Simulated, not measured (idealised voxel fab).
process module | voxel transistor to metal
cross-section cut | 185 nm wide | cells 5 nm
A cross-section is a grid of square cells, given in bands from the top down. A band is one or more rows of cells.
Each band's line starts with the height of the band's top and of its bottom, in nm. Then come its materials from left to right, each with its width in nm. One material with "throughout" fills the band from edge to edge. "air" is empty space.
Height 0 is the level under which the wafer as received is all one material. The lowest band goes on downwards, as in "0 down".
A width such as "30 to 40" changes by the same amount from each row of cells to the next, from the band's top row to its bottom row.
"no change" after a step means that no cell of the cross-section changed.
closed voids: empty space of 8 cells or more with no open way to the top, each as width x height at its distance from the left edge, in nm
after a step's settings: what the simulator itself notes on the step
overlay nm, on a step with a mask: how far to the right of its planned place the mask lay; to the left if negative
plan
1 op RECEIVE | material Si
2 op CONFORMAL_DEP | material SiO2 | thk nm 5
3 op CONFORMAL_DEP | material SiN | thk nm 10
4 op DIRECTIONAL_DEP | material aC | thk nm 10
5 op PATTERN | tone cover | mask id ACTIVE | material resist | width nm 125 | thk nm 30 | overlay nm 0
6 op DIRECTIONAL_ETCH | etch materials aC | depth nm 10
7 op STRIP | etch materials resist
8 op DIRECTIONAL_ETCH | etch materials SiN | depth nm 10
9 op DIRECTIONAL_ETCH | etch materials SiO2 | depth nm 5
10 op DIRECTIONAL_ETCH | etch materials Si | depth nm 20
11 op STRIP | etch materials aC
12 op FILL_DEP | material SiO2 | thk nm 10
13 op CMP | height nm 15
14 op SELECTIVE_ETCH | etch materials SiO2 | depth nm 5
15 op STRIP | etch materials SiN
16 op SELECTIVE_ETCH | etch materials SiO2 | depth nm 5
17 op OXIDIZE | depth nm 5
18 op DIRECTIONAL_DEP | material polySi | thk nm 30
19 op DIRECTIONAL_DEP | material SiCN | thk nm 10
20 op MASKED_ETCH | tone cover | mask id GATE | width nm 35 | etch materials SiCN | depth nm 20 | overlay nm 0
21 op MASKED_ETCH | tone cover | mask id GATE | width nm 35 | etch materials polySi | depth nm 40 | overlay nm 0
22 op CONFORMAL_DEP | material SiN | thk nm 10
23 op DIRECTIONAL_ETCH | etch materials SiN | depth nm 10
24 op DIRECTIONAL_ETCH | etch materials SiO2 | depth nm 5
25 op DIRECTIONAL_ETCH | etch materials Si | depth nm 5
26 op EPI | material SiGe | thk nm 5
27 op FILL_DEP | material SiO2 | thk nm 5
28 op CMP | height nm 30
29 op STRIP | etch materials polySi
30 op SELECTIVE_ETCH | etch materials SiO2 | depth nm 5
31 op CONFORMAL_DEP | material HfO2 | thk nm 5
32 op CONFORMAL_DEP | material TiN | thk nm 5
33 op FILL_DEP | material W | thk nm 5
34 op CMP | height nm 25
35 op DIRECTIONAL_DEP | material SiO2 | thk nm 15
36 op MASKED_ETCH | tone open | mask id CONTACT | width nm 20 | pitch nm 95 | etch materials SiO2 | depth nm 45 | overlay nm 0
37 op CONFORMAL_DEP | material TiN | thk nm 5
38 op FILL_DEP | material Ru | thk nm 5
39 op CMP | height nm 40
40 op CONFORMAL_DEP | material SiN | thk nm 5
41 op DIRECTIONAL_DEP | material SiO2 | thk nm 15
42 op PATTERN | tone open | mask id METAL_1 | material resist | width nm 20 | pitch nm 95 | thk nm 15 | overlay nm 0
43 op DIRECTIONAL_ETCH | etch materials SiO2 | depth nm 15
44 op DIRECTIONAL_ETCH | etch materials SiN | depth nm 5
45 op STRIP | etch materials resist
46 op CONFORMAL_DEP | material TiN | thk nm 5
47 op FILL_DEP | material Cu | thk nm 10
48 op CMP | height nm 60
49 op CONFORMAL_DEP | material SiN | thk nm 5
first wafer, as planned
as received, after step 1
  0 down: Si throughout
  closed voids: none
after step 2
  5 to 0: SiO2 throughout
  below 0: unchanged
after step 3
  15 to 5: SiN throughout
  below 5: unchanged
after step 4
  25 to 15: aC throughout
  below 15: unchanged
after step 5
  55 to 25: air 30 | resist 125 | air 30
  below 25: unchanged
after step 6
  45 to 25: air 30 | resist 125 | air 30
  25 to 15: air 30 | aC 125 | air 30
  below 15: unchanged
after step 7
  25 to 15: air 30 | aC 125 | air 30
  below 15: unchanged
after step 8
  25 to 15: air 30 | aC 125 | air 30
  15 to 5: air 30 | SiN 125 | air 30
  below 5: unchanged
after step 9
  25 to 15: air 30 | aC 125 | air 30
  15 to 5: air 30 | SiN 125 | air 30
  5 to 0: air 30 | SiO2 125 | air 30
  below 0: unchanged
after step 10
  25 to 15: air 30 | aC 125 | air 30
  15 to 5: air 30 | SiN 125 | air 30
  5 to 0: air 30 | SiO2 125 | air 30
  0 to -20: air 30 | Si 125 | air 30
  below -20: unchanged
after step 11
  15 to 5: air 30 | SiN 125 | air 30
  below 5: unchanged
after step 12
  25 to 15: SiO2 throughout
  15 to 5: SiO2 30 | SiN 125 | SiO2 30
  5 to 0: SiO2 throughout
  0 to -20: SiO2 30 | Si 125 | SiO2 30
  below -20: unchanged
after step 13
  15 to 5: SiO2 30 | SiN 125 | SiO2 30
  below 5: unchanged
after step 14
  15 to 10: air 30 | SiN 125 | air 30
  below 10: unchanged
after step 15
  10 to 5: SiO2 30 | air 125 | SiO2 30
  below 5: unchanged
after step 16
  5 to 0: SiO2 25 | air 135 | SiO2 25
  below 0: unchanged
after step 17
  5 to 0: SiO2 25 | air 135 | SiO2 25
  0 to -5: SiO2 throughout
  below -5: unchanged
after step 18
  35 to 30: polySi 25 | air 135 | polySi 25
  30 to 5: polySi throughout
  5 to 0: SiO2 25 | polySi 135 | SiO2 25
  below 0: unchanged
after step 19
  45 to 40: SiCN 25 | air 135 | SiCN 25
  40 to 35: SiCN throughout
  35 to 30: polySi 25 | SiCN 135 | polySi 25
  below 30: unchanged
after step 20
  40 to 35: air 75 | SiCN 35 | air 75
  35 to 30: polySi 25 | air 50 | SiCN 35 | air 50 | polySi 25
  below 30: unchanged
after step 21
  40 to 30: air 75 | SiCN 35 | air 75
  30 to 5: air 75 | polySi 35 | air 75
  5 to 0: SiO2 25 | air 50 | polySi 35 | air 50 | SiO2 25
  below 0: unchanged
after step 22
  50 to 40: air 65 | SiN 55 | air 65
  40 to 30: air 65 | SiN 10 | SiCN 35 | SiN 10 | air 65
  30 to 15: air 65 | SiN 10 | polySi 35 | SiN 10 | air 65
  15 to 10: SiN 35 | air 30 | SiN 10 | polySi 35 | SiN 10 | air 30 | SiN 35
  10 to 5: SiN 75 | polySi 35 | SiN 75
  5 to 0: SiO2 25 | SiN 50 | polySi 35 | SiN 50 | SiO2 25
  below 0: unchanged
after step 23
  40 to 30: air 65 | SiN 10 | SiCN 35 | SiN 10 | air 65
  30 to 5: air 65 | SiN 10 | polySi 35 | SiN 10 | air 65
  5 to 0: SiO2 25 | SiN 10 | air 30 | SiN 10 | polySi 35 | SiN 10 | air 30 | SiN 10 | SiO2 25
  below 0: unchanged
after step 24
  40 to 30: air 65 | SiN 10 | SiCN 35 | SiN 10 | air 65
  30 to 5: air 65 | SiN 10 | polySi 35 | SiN 10 | air 65
  5 to 0: air 25 | SiN 10 | air 30 | SiN 10 | polySi 35 | SiN 10 | air 30 | SiN 10 | air 25
  0 to -5: SiO2 35 | air 30 | SiO2 55 | air 30 | SiO2 35
  below -5: unchanged
after step 25
  40 to 30: air 65 | SiN 10 | SiCN 35 | SiN 10 | air 65
  30 to 5: air 65 | SiN 10 | polySi 35 | SiN 10 | air 65
  5 to 0: air 25 | SiN 10 | air 30 | SiN 10 | polySi 35 | SiN 10 | air 30 | SiN 10 | air 25
  0 to -5: SiO2 35 | air 30 | SiO2 55 | air 30 | SiO2 35
  -5 to -10: SiO2 30 | Si 5 | air 30 | Si 55 | air 30 | Si 5 | SiO2 30
  below -10: unchanged
after step 26
  40 to 30: air 65 | SiN 10 | SiCN 35 | SiN 10 | air 65
  30 to 5: air 65 | SiN 10 | polySi 35 | SiN 10 | air 65
  5 to 0: air 25 | SiN 10 | air 30 | SiN 10 | polySi 35 | SiN 10 | air 30 | SiN 10 | air 25
  0 to -5: SiO2 35 | SiGe 5 | air 20 | SiGe 5 | SiO2 55 | SiGe 5 | air 20 | SiGe 5 | SiO2 35
  -5 to -10: SiO2 30 | Si 5 | SiGe 30 | Si 55 | SiGe 30 | Si 5 | SiO2 30
  below -10: unchanged
after step 27
  45 to 40: SiO2 throughout
  40 to 30: SiO2 65 | SiN 10 | SiCN 35 | SiN 10 | SiO2 65
  30 to 5: SiO2 65 | SiN 10 | polySi 35 | SiN 10 | SiO2 65
  5 to 0: SiO2 25 | SiN 10 | SiO2 30 | SiN 10 | polySi 35 | SiN 10 | SiO2 30 | SiN 10 | SiO2 25
  0 to -5: SiO2 35 | SiGe 5 | SiO2 20 | SiGe 5 | SiO2 55 | SiGe 5 | SiO2 20 | SiGe 5 | SiO2 35
  below -5: unchanged
after step 28
  30 to 5: SiO2 65 | SiN 10 | polySi 35 | SiN 10 | SiO2 65
  below 5: unchanged
after step 29
  30 to 5: SiO2 65 | SiN 10 | air 35 | SiN 10 | SiO2 65
  5 to 0: SiO2 25 | SiN 10 | SiO2 30 | SiN 10 | air 35 | SiN 10 | SiO2 30 | SiN 10 | SiO2 25
  below 0: unchanged
after step 30
  30 to 25: air 65 | SiN 10 | air 35 | SiN 10 | air 65
  25 to 5: SiO2 65 | SiN 10 | air 35 | SiN 10 | SiO2 65
  5 to 0: SiO2 25 | SiN 10 | SiO2 30 | SiN 10 | air 35 | SiN 10 | SiO2 30 | SiN 10 | SiO2 25
  0 to -5: SiO2 35 | SiGe 5 | SiO2 20 | SiGe 5 | SiO2 5 | air 45 | SiO2 5 | SiGe 5 | SiO2 20 | SiGe 5 | SiO2 35
  below -5: unchanged
after step 31
  35 to 30: air 60 | HfO2 20 | air 25 | HfO2 20 | air 60
  30 to 25: HfO2 65 | SiN 10 | HfO2 5 | air 25 | HfO2 5 | SiN 10 | HfO2 65
  25 to 5: SiO2 65 | SiN 10 | HfO2 5 | air 25 | HfO2 5 | SiN 10 | SiO2 65
  5 to 0: SiO2 25 | SiN 10 | SiO2 30 | SiN 10 | HfO2 5 | air 25 | HfO2 5 | SiN 10 | SiO2 30 | SiN 10 | SiO2 25
  0 to -5: SiO2 35 | SiGe 5 | SiO2 20 | SiGe 5 | SiO2 5 | HfO2 45 | SiO2 5 | SiGe 5 | SiO2 20 | SiGe 5 | SiO2 35
  below -5: unchanged
after step 32
  40 to 35: air 55 | TiN 30 | air 15 | TiN 30 | air 55
  35 to 30: TiN 60 | HfO2 20 | TiN 5 | air 15 | TiN 5 | HfO2 20 | TiN 60
  30 to 25: HfO2 65 | SiN 10 | HfO2 5 | TiN 5 | air 15 | TiN 5 | HfO2 5 | SiN 10 | HfO2 65
  25 to 5: SiO2 65 | SiN 10 | HfO2 5 | TiN 5 | air 15 | TiN 5 | HfO2 5 | SiN 10 | SiO2 65
  5 to 0: SiO2 25 | SiN 10 | SiO2 30 | SiN 10 | HfO2 5 | TiN 25 | HfO2 5 | SiN 10 | SiO2 30 | SiN 10 | SiO2 25
  below 0: unchanged
after step 33
  45 to 40: W throughout
  40 to 35: W 55 | TiN 30 | W 15 | TiN 30 | W 55
  35 to 30: TiN 60 | HfO2 20 | TiN 5 | W 15 | TiN 5 | HfO2 20 | TiN 60
  30 to 25: HfO2 65 | SiN 10 | HfO2 5 | TiN 5 | W 15 | TiN 5 | HfO2 5 | SiN 10 | HfO2 65
  25 to 5: SiO2 65 | SiN 10 | HfO2 5 | TiN 5 | W 15 | TiN 5 | HfO2 5 | SiN 10 | SiO2 65
  below 5: unchanged
after step 34
  25 to 5: SiO2 65 | SiN 10 | HfO2 5 | TiN 5 | W 15 | TiN 5 | HfO2 5 | SiN 10 | SiO2 65
  below 5: unchanged
after step 35
  40 to 25: SiO2 throughout
  below 25: unchanged
after step 36
  40 to 25: SiO2 35 | air 20 | SiO2 75 | air 20 | SiO2 35
  25 to 5: SiO2 35 | air 20 | SiO2 10 | SiN 10 | HfO2 5 | TiN 5 | W 15 | TiN 5 | HfO2 5 | SiN 10 | SiO2 10 | air 20 | SiO2 35
  5 to 0: SiO2 25 | SiN 10 | air 20 | SiO2 10 | SiN 10 | HfO2 5 | TiN 25 | HfO2 5 | SiN 10 | SiO2 10 | air 20 | SiN 10 | SiO2 25
  0 to -5: SiO2 35 | SiGe 5 | air 15 | SiO2 5 | SiGe 5 | SiO2 5 | HfO2 45 | SiO2 5 | SiGe 5 | SiO2 5 | air 15 | SiGe 5 | SiO2 35
  below -5: unchanged
after step 37
  45 to 40: TiN 40 | air 10 | TiN 85 | air 10 | TiN 40
  40 to 25: SiO2 35 | TiN 5 | air 10 | TiN 5 | SiO2 75 | TiN 5 | air 10 | TiN 5 | SiO2 35
  25 to 5: SiO2 35 | TiN 5 | air 10 | TiN 5 | SiO2 10 | SiN 10 | HfO2 5 | TiN 5 | W 15 | TiN 5 | HfO2 5 | SiN 10 | SiO2 10 | TiN 5 | air 10 | TiN 5 | SiO2 35
  5 to 0: SiO2 25 | SiN 10 | TiN 10 | air 5 | TiN 5 | SiO2 10 | SiN 10 | HfO2 5 | TiN 25 | HfO2 5 | SiN 10 | SiO2 10 | TiN 5 | air 5 | TiN 10 | SiN 10 | SiO2 25
  0 to -5: SiO2 35 | SiGe 5 | TiN 15 | SiO2 5 | SiGe 5 | SiO2 5 | HfO2 45 | SiO2 5 | SiGe 5 | SiO2 5 | TiN 15 | SiGe 5 | SiO2 35
  below -5: unchanged
after step 38
  50 to 45: Ru throughout
  45 to 40: TiN 40 | Ru 10 | TiN 85 | Ru 10 | TiN 40
  40 to 25: SiO2 35 | TiN 5 | Ru 10 | TiN 5 | SiO2 75 | TiN 5 | Ru 10 | TiN 5 | SiO2 35
  25 to 5: SiO2 35 | TiN 5 | Ru 10 | TiN 5 | SiO2 10 | SiN 10 | HfO2 5 | TiN 5 | W 15 | TiN 5 | HfO2 5 | SiN 10 | SiO2 10 | TiN 5 | Ru 10 | TiN 5 | SiO2 35
  5 to 0: SiO2 25 | SiN 10 | TiN 10 | Ru 5 | TiN 5 | SiO2 10 | SiN 10 | HfO2 5 | TiN 25 | HfO2 5 | SiN 10 | SiO2 10 | TiN 5 | Ru 5 | TiN 10 | SiN 10 | SiO2 25
  below 0: unchanged
after step 39
  40 to 25: SiO2 35 | TiN 5 | Ru 10 | TiN 5 | SiO2 75 | TiN 5 | Ru 10 | TiN 5 | SiO2 35
  below 25: unchanged
after step 40
  45 to 40: SiN throughout
  below 40: unchanged
after step 41
  60 to 45: SiO2 throughout
  below 45: unchanged
after step 42
  75 to 60: resist 35 | air 20 | resist 75 | air 20 | resist 35
  below 60: unchanged
after step 43
  75 to 60: resist 35 | air 20 | resist 75 | air 20 | resist 35
  60 to 45: SiO2 35 | air 20 | SiO2 75 | air 20 | SiO2 35
  below 45: unchanged
after step 44
  75 to 60: resist 35 | air 20 | resist 75 | air 20 | resist 35
  60 to 45: SiO2 35 | air 20 | SiO2 75 | air 20 | SiO2 35
  45 to 40: SiN 35 | air 20 | SiN 75 | air 20 | SiN 35
  below 40: unchanged
after step 45
  60 to 45: SiO2 35 | air 20 | SiO2 75 | air 20 | SiO2 35
  below 45: unchanged
after step 46
  65 to 60: TiN 40 | air 10 | TiN 85 | air 10 | TiN 40
  60 to 45: SiO2 35 | TiN 5 | air 10 | TiN 5 | SiO2 75 | TiN 5 | air 10 | TiN 5 | SiO2 35
  45 to 40: SiN 35 | TiN 20 | SiN 75 | TiN 20 | SiN 35
  below 40: unchanged
after step 47
  75 to 65: Cu throughout
  65 to 60: TiN 40 | Cu 10 | TiN 85 | Cu 10 | TiN 40
  60 to 45: SiO2 35 | TiN 5 | Cu 10 | TiN 5 | SiO2 75 | TiN 5 | Cu 10 | TiN 5 | SiO2 35
  below 45: unchanged
after step 48
  60 to 45: SiO2 35 | TiN 5 | Cu 10 | TiN 5 | SiO2 75 | TiN 5 | Cu 10 | TiN 5 | SiO2 35
  below 45: unchanged
after step 49
  65 to 60: SiN throughout
  below 60: unchanged
second wafer: like start, like plan, one mistake. Through step 4 it matches the first wafer
when step 5 should have ended
  55 to 25: air 25 | resist 125 | air 35
  below 25: unchanged
when step 6 should have ended
  45 to 25: air 25 | resist 125 | air 35
  25 to 15: air 25 | aC 125 | air 35
  below 15: unchanged
when step 7 should have ended
  25 to 15: air 25 | aC 125 | air 35
  below 15: unchanged
when step 8 should have ended
  25 to 15: air 25 | aC 125 | air 35
  15 to 5: air 25 | SiN 125 | air 35
  below 5: unchanged
when step 9 should have ended
  25 to 15: air 25 | aC 125 | air 35
  15 to 5: air 25 | SiN 125 | air 35
  5 to 0: air 25 | SiO2 125 | air 35
  below 0: unchanged
when step 10 should have ended
  25 to 15: air 25 | aC 125 | air 35
  15 to 5: air 25 | SiN 125 | air 35
  5 to 0: air 25 | SiO2 125 | air 35
  0 to -20: air 25 | Si 125 | air 35
  below -20: unchanged
when step 11 should have ended
  15 to 5: air 25 | SiN 125 | air 35
  below 5: unchanged
when step 12 should have ended
  25 to 15: SiO2 throughout
  15 to 5: SiO2 25 | SiN 125 | SiO2 35
  5 to 0: SiO2 throughout
  0 to -20: SiO2 25 | Si 125 | SiO2 35
  below -20: unchanged
when step 13 should have ended
  15 to 5: SiO2 25 | SiN 125 | SiO2 35
  below 5: unchanged
when step 14 should have ended
  15 to 10: air 25 | SiN 125 | air 35
  below 10: unchanged
when step 15 should have ended
  10 to 5: SiO2 25 | air 125 | SiO2 35
  below 5: unchanged
when step 16 should have ended
  5 to 0: SiO2 20 | air 135 | SiO2 30
  below 0: unchanged
when step 17 should have ended
  5 to 0: SiO2 20 | air 135 | SiO2 30
  0 to -5: SiO2 throughout
  below -5: unchanged
when step 18 should have ended
  35 to 30: polySi 20 | air 135 | polySi 30
  30 to 5: polySi throughout
  5 to 0: SiO2 20 | polySi 135 | SiO2 30
  below 0: unchanged
when step 19 should have ended
  45 to 40: SiCN 20 | air 135 | SiCN 30
  40 to 35: SiCN throughout
  35 to 30: polySi 20 | SiCN 135 | polySi 30
  below 30: unchanged
when step 20 should have ended
  40 to 35: air 75 | SiCN 35 | air 75
  35 to 30: polySi 20 | air 55 | SiCN 35 | air 45 | polySi 30
  below 30: unchanged
when step 21 should have ended
  40 to 30: air 75 | SiCN 35 | air 75
  30 to 5: air 75 | polySi 35 | air 75
  5 to 0: SiO2 20 | air 55 | polySi 35 | air 45 | SiO2 30
  below 0: unchanged
when step 22 should have ended
  50 to 40: air 65 | SiN 55 | air 65
  40 to 30: air 65 | SiN 10 | SiCN 35 | SiN 10 | air 65
  30 to 15: air 65 | SiN 10 | polySi 35 | SiN 10 | air 65
  15 to 10: SiN 30 | air 35 | SiN 10 | polySi 35 | SiN 10 | air 25 | SiN 40
  10 to 5: SiN 75 | polySi 35 | SiN 75
  5 to 0: SiO2 20 | SiN 55 | polySi 35 | SiN 45 | SiO2 30
  below 0: unchanged
when step 23 should have ended
  40 to 30: air 65 | SiN 10 | SiCN 35 | SiN 10 | air 65
  30 to 5: air 65 | SiN 10 | polySi 35 | SiN 10 | air 65
  5 to 0: SiO2 20 | SiN 10 | air 35 | SiN 10 | polySi 35 | SiN 10 | air 25 | SiN 10 | SiO2 30
  below 0: unchanged
when step 24 should have ended
  40 to 30: air 65 | SiN 10 | SiCN 35 | SiN 10 | air 65
  30 to 5: air 65 | SiN 10 | polySi 35 | SiN 10 | air 65
  5 to 0: air 20 | SiN 10 | air 35 | SiN 10 | polySi 35 | SiN 10 | air 25 | SiN 10 | air 30
  0 to -5: SiO2 30 | air 35 | SiO2 55 | air 25 | SiO2 40
  below -5: unchanged
when step 25 should have ended
  40 to 30: air 65 | SiN 10 | SiCN 35 | SiN 10 | air 65
  30 to 5: air 65 | SiN 10 | polySi 35 | SiN 10 | air 65
  5 to 0: air 20 | SiN 10 | air 35 | SiN 10 | polySi 35 | SiN 10 | air 25 | SiN 10 | air 30
  0 to -5: SiO2 30 | air 35 | SiO2 55 | air 25 | SiO2 40
  -5 to -10: SiO2 25 | Si 5 | air 35 | Si 55 | air 25 | Si 5 | SiO2 35
  below -10: unchanged
when step 26 should have ended
  40 to 30: air 65 | SiN 10 | SiCN 35 | SiN 10 | air 65
  30 to 5: air 65 | SiN 10 | polySi 35 | SiN 10 | air 65
  5 to 0: air 20 | SiN 10 | air 35 | SiN 10 | polySi 35 | SiN 10 | air 25 | SiN 10 | air 30
  0 to -5: SiO2 30 | SiGe 5 | air 25 | SiGe 5 | SiO2 55 | SiGe 5 | air 15 | SiGe 5 | SiO2 40
  -5 to -10: SiO2 25 | Si 5 | SiGe 35 | Si 55 | SiGe 25 | Si 5 | SiO2 35
  below -10: unchanged
when step 27 should have ended
  45 to 40: SiO2 throughout
  40 to 30: SiO2 65 | SiN 10 | SiCN 35 | SiN 10 | SiO2 65
  30 to 5: SiO2 65 | SiN 10 | polySi 35 | SiN 10 | SiO2 65
  5 to 0: SiO2 20 | SiN 10 | SiO2 35 | SiN 10 | polySi 35 | SiN 10 | SiO2 25 | SiN 10 | SiO2 30
  0 to -5: SiO2 30 | SiGe 5 | SiO2 25 | SiGe 5 | SiO2 55 | SiGe 5 | SiO2 15 | SiGe 5 | SiO2 40
  below -5: unchanged
when step 28 should have ended
  30 to 5: SiO2 65 | SiN 10 | polySi 35 | SiN 10 | SiO2 65
  below 5: unchanged
when step 29 should have ended
  30 to 5: SiO2 65 | SiN 10 | air 35 | SiN 10 | SiO2 65
  5 to 0: SiO2 20 | SiN 10 | SiO2 35 | SiN 10 | air 35 | SiN 10 | SiO2 25 | SiN 10 | SiO2 30
  below 0: unchanged
when step 30 should have ended
  30 to 25: air 65 | SiN 10 | air 35 | SiN 10 | air 65
  25 to 5: SiO2 65 | SiN 10 | air 35 | SiN 10 | SiO2 65
  5 to 0: SiO2 20 | SiN 10 | SiO2 35 | SiN 10 | air 35 | SiN 10 | SiO2 25 | SiN 10 | SiO2 30
  0 to -5: SiO2 30 | SiGe 5 | SiO2 25 | SiGe 5 | SiO2 5 | air 45 | SiO2 5 | SiGe 5 | SiO2 15 | SiGe 5 | SiO2 40
  below -5: unchanged
when step 31 should have ended
  35 to 30: air 60 | HfO2 20 | air 25 | HfO2 20 | air 60
  30 to 25: HfO2 65 | SiN 10 | HfO2 5 | air 25 | HfO2 5 | SiN 10 | HfO2 65
  25 to 5: SiO2 65 | SiN 10 | HfO2 5 | air 25 | HfO2 5 | SiN 10 | SiO2 65
  5 to 0: SiO2 20 | SiN 10 | SiO2 35 | SiN 10 | HfO2 5 | air 25 | HfO2 5 | SiN 10 | SiO2 25 | SiN 10 | SiO2 30
  0 to -5: SiO2 30 | SiGe 5 | SiO2 25 | SiGe 5 | SiO2 5 | HfO2 45 | SiO2 5 | SiGe 5 | SiO2 15 | SiGe 5 | SiO2 40
  below -5: unchanged
when step 32 should have ended
  40 to 35: air 55 | TiN 30 | air 15 | TiN 30 | air 55
  35 to 30: TiN 60 | HfO2 20 | TiN 5 | air 15 | TiN 5 | HfO2 20 | TiN 60
  30 to 25: HfO2 65 | SiN 10 | HfO2 5 | TiN 5 | air 15 | TiN 5 | HfO2 5 | SiN 10 | HfO2 65
  25 to 5: SiO2 65 | SiN 10 | HfO2 5 | TiN 5 | air 15 | TiN 5 | HfO2 5 | SiN 10 | SiO2 65
  5 to 0: SiO2 20 | SiN 10 | SiO2 35 | SiN 10 | HfO2 5 | TiN 25 | HfO2 5 | SiN 10 | SiO2 25 | SiN 10 | SiO2 30
  below 0: unchanged
when step 33 should have ended
  45 to 40: W throughout
  40 to 35: W 55 | TiN 30 | W 15 | TiN 30 | W 55
  35 to 30: TiN 60 | HfO2 20 | TiN 5 | W 15 | TiN 5 | HfO2 20 | TiN 60
  30 to 25: HfO2 65 | SiN 10 | HfO2 5 | TiN 5 | W 15 | TiN 5 | HfO2 5 | SiN 10 | HfO2 65
  25 to 5: SiO2 65 | SiN 10 | HfO2 5 | TiN 5 | W 15 | TiN 5 | HfO2 5 | SiN 10 | SiO2 65
  below 5: unchanged
when step 34 should have ended
  25 to 5: SiO2 65 | SiN 10 | HfO2 5 | TiN 5 | W 15 | TiN 5 | HfO2 5 | SiN 10 | SiO2 65
  below 5: unchanged
when step 35 should have ended
  40 to 25: SiO2 throughout
  below 25: unchanged
when step 36 should have ended
  40 to 25: SiO2 35 | air 20 | SiO2 75 | air 20 | SiO2 35
  25 to 5: SiO2 35 | air 20 | SiO2 10 | SiN 10 | HfO2 5 | TiN 5 | W 15 | TiN 5 | HfO2 5 | SiN 10 | SiO2 10 | air 20 | SiO2 35
  5 to 0: SiO2 20 | SiN 10 | SiO2 5 | air 20 | SiO2 10 | SiN 10 | HfO2 5 | TiN 25 | HfO2 5 | SiN 10 | SiO2 10 | air 15 | SiN 10 | SiO2 30
  0 to -5: SiO2 30 | SiGe 5 | air 20 | SiO2 5 | SiGe 5 | SiO2 5 | HfO2 45 | SiO2 5 | SiGe 5 | SiO2 5 | air 10 | SiGe 5 | SiO2 40
  below -5: unchanged
when step 37 should have ended
  45 to 40: TiN 40 | air 10 | TiN 85 | air 10 | TiN 40
  40 to 25: SiO2 35 | TiN 5 | air 10 | TiN 5 | SiO2 75 | TiN 5 | air 10 | TiN 5 | SiO2 35
  25 to 10: SiO2 35 | TiN 5 | air 10 | TiN 5 | SiO2 10 | SiN 10 | HfO2 5 | TiN 5 | W 15 | TiN 5 | HfO2 5 | SiN 10 | SiO2 10 | TiN 5 | air 10 | TiN 5 | SiO2 35
  10 to 5: SiO2 35 | TiN 5 | air 10 | TiN 5 | SiO2 10 | SiN 10 | HfO2 5 | TiN 5 | W 15 | TiN 5 | HfO2 5 | SiN 10 | SiO2 10 | TiN 5 | air 5 | TiN 10 | SiO2 35
  5 to 0: SiO2 20 | SiN 10 | SiO2 5 | TiN 5 | air 10 | TiN 5 | SiO2 10 | SiN 10 | HfO2 5 | TiN 25 | HfO2 5 | SiN 10 | SiO2 10 | TiN 15 | SiN 10 | SiO2 30
  0 to -5: SiO2 30 | SiGe 5 | TiN 20 | SiO2 5 | SiGe 5 | SiO2 5 | HfO2 45 | SiO2 5 | SiGe 5 | SiO2 5 | TiN 10 | SiGe 5 | SiO2 40
  below -5: unchanged
when step 38 should have ended
  50 to 45: Ru throughout
  45 to 40: TiN 40 | Ru 10 | TiN 85 | Ru 10 | TiN 40
  40 to 25: SiO2 35 | TiN 5 | Ru 10 | TiN 5 | SiO2 75 | TiN 5 | Ru 10 | TiN 5 | SiO2 35
  25 to 10: SiO2 35 | TiN 5 | Ru 10 | TiN 5 | SiO2 10 | SiN 10 | HfO2 5 | TiN 5 | W 15 | TiN 5 | HfO2 5 | SiN 10 | SiO2 10 | TiN 5 | Ru 10 | TiN 5 | SiO2 35
  10 to 5: SiO2 35 | TiN 5 | Ru 10 | TiN 5 | SiO2 10 | SiN 10 | HfO2 5 | TiN 5 | W 15 | TiN 5 | HfO2 5 | SiN 10 | SiO2 10 | TiN 5 | Ru 5 | TiN 10 | SiO2 35
  5 to 0: SiO2 20 | SiN 10 | SiO2 5 | TiN 5 | Ru 10 | TiN 5 | SiO2 10 | SiN 10 | HfO2 5 | TiN 25 | HfO2 5 | SiN 10 | SiO2 10 | TiN 15 | SiN 10 | SiO2 30
  below 0: unchanged
when step 39 should have ended
  40 to 25: SiO2 35 | TiN 5 | Ru 10 | TiN 5 | SiO2 75 | TiN 5 | Ru 10 | TiN 5 | SiO2 35
  below 25: unchanged
when step 40 should have ended
  45 to 40: SiN throughout
  below 40: unchanged
when step 41 should have ended
  60 to 45: SiO2 throughout
  below 45: unchanged
when step 42 should have ended
  75 to 60: resist 35 | air 20 | resist 75 | air 20 | resist 35
  below 60: unchanged
when step 43 should have ended
  75 to 60: resist 35 | air 20 | resist 75 | air 20 | resist 35
  60 to 45: SiO2 35 | air 20 | SiO2 75 | air 20 | SiO2 35
  below 45: unchanged
when step 44 should have ended
  75 to 60: resist 35 | air 20 | resist 75 | air 20 | resist 35
  60 to 45: SiO2 35 | air 20 | SiO2 75 | air 20 | SiO2 35
  45 to 40: SiN 35 | air 20 | SiN 75 | air 20 | SiN 35
  below 40: unchanged
when step 45 should have ended
  60 to 45: SiO2 35 | air 20 | SiO2 75 | air 20 | SiO2 35
  below 45: unchanged
when step 46 should have ended
  65 to 60: TiN 40 | air 10 | TiN 85 | air 10 | TiN 40
  60 to 45: SiO2 35 | TiN 5 | air 10 | TiN 5 | SiO2 75 | TiN 5 | air 10 | TiN 5 | SiO2 35
  45 to 40: SiN 35 | TiN 20 | SiN 75 | TiN 20 | SiN 35
  below 40: unchanged
when step 47 should have ended
  75 to 65: Cu throughout
  65 to 60: TiN 40 | Cu 10 | TiN 85 | Cu 10 | TiN 40
  60 to 45: SiO2 35 | TiN 5 | Cu 10 | TiN 5 | SiO2 75 | TiN 5 | Cu 10 | TiN 5 | SiO2 35
  below 45: unchanged
when step 48 should have ended
  60 to 45: SiO2 35 | TiN 5 | Cu 10 | TiN 5 | SiO2 75 | TiN 5 | Cu 10 | TiN 5 | SiO2 35
  below 45: unchanged
when step 49 should have ended
  65 to 60: SiN throughout
  below 60: unchanged
what went wrong: step 5 ran as: op PATTERN | tone cover | mask id ACTIVE | material resist | width nm 125 | thk nm 30 | overlay nm -5
at the end the second wafer has, in cells: 1 fewer of Ru | 1 more of SiO2
